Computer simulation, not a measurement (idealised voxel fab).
Proc. module: voxel plated lines
FYI the section here is cut, 270 nm wide, cells are 5 nm squares.
Just so we're on the same page, the cross-sections are grids of square cells, and they're listed out in bands top to bottom, each band one or more rows deep. Top height, bottom height, nm. Materials left to right, width each, nm. Single material + "all across" = fills band edge to edge. "blank" = empty. A quick word on heights: they are counted from 0, and under that level the wafer as it came to us is one material throughout. The lowest band is different from the rest in having no bottom; it simply continues downward, written as in "0 -> down". With a width like "30..40", each row of cells in the band differs from the next by the same amount, the top row carrying the first number and the bottom row the second. It should be understood that the words "remained unchanged", when stated for a given step, signify that the cross-section underwent no change in any of its cells during that step. This entry, "Trapped voids", enumerates those empty regions of no fewer than 8 cells that possess no open connection to the top. Each region is reported in the form width x height at distance, the distance being taken from the left edge, with all three quantities expressed in nm. Text after the settings on a step's line: the simulator's own remark on that step. If you see "overlay nm" on a step's line and that step has a mask, it's telling you how far right of where it was planned the mask ended up; a negative number means it went left instead.
### The planned process steps are enumerated hereunder
step 1: op RECEIVE | material Si
step 2: op CONFORMAL_DEP | material Al2O3 | thk nm 15
step 3: op DIRECTIONAL_DEP | material TiN | thk nm 5
step 4: op PATTERN | tone open | mask id LINES | material resist | width nm 15 | pitch nm 35 | thk nm 30 | overlay nm 0
step 5: op EPI | material Ru | thk nm 10
step 6: op EPI | material Ru | thk nm 5
step 7: op STRIP | etch materials resist
step 8: op DIRECTIONAL_ETCH | etch materials TiN | depth nm 5
step 9: op CONFORMAL_DEP | material SiO2 | thk nm 5
### Shown in cross-section is the wafer as received, that is, as it stands after step 1
  0 -> down  Si all across
  Trapped voids: none
### The first of the two wafers as seen in cross-section once the module was finished; processing followed the plan
  40 -> 35  blank: 105 / SiO2: 25 / blank: 10 / SiO2: 25 / blank: 105
  35 -> 20  blank: 105 / SiO2: 5 / Ru: 15 / SiO2: 5 / blank: 10 / SiO2: 5 / Ru: 15 / SiO2: 5 / blank: 105
  20 -> 15  SiO2: 110 / TiN: 15 / SiO2: 20 / TiN: 15 / SiO2: 110
  15 -> 0  Al2O3 all across
  0 -> down  Si all across
  Trapped voids: none
### Here is the second of the two wafers cut open at the end of the module - same start, same plan as the first one, but we made one mistake running it
  40 -> 35  SiO2: 115 / blank: 5 / SiO2: 30 / blank: 5 / SiO2: 115
  35 -> 20  Ru: 110 / SiO2: 5 / blank: 5 / SiO2: 5 / Ru: 20 / SiO2: 5 / blank: 5 / SiO2: 5 / Ru: 110
  20 -> 15  TiN: 110 / SiO2: 15 / TiN: 20 / SiO2: 15 / TiN: 110
  15 -> 0  Al2O3 all across
  0 -> down  Si all across
  Trapped voids: none
Run error: not per plan at step 4, really ran op PATTERN | tone cover | mask id LINES | material resist | width nm 15 | pitch nm 35 | thk nm 30 | overlay nm 0
Heads up, by the end the second wafer has more or fewer cells of some materials compared to the first: 126 more of Ru, 42 more of TiN
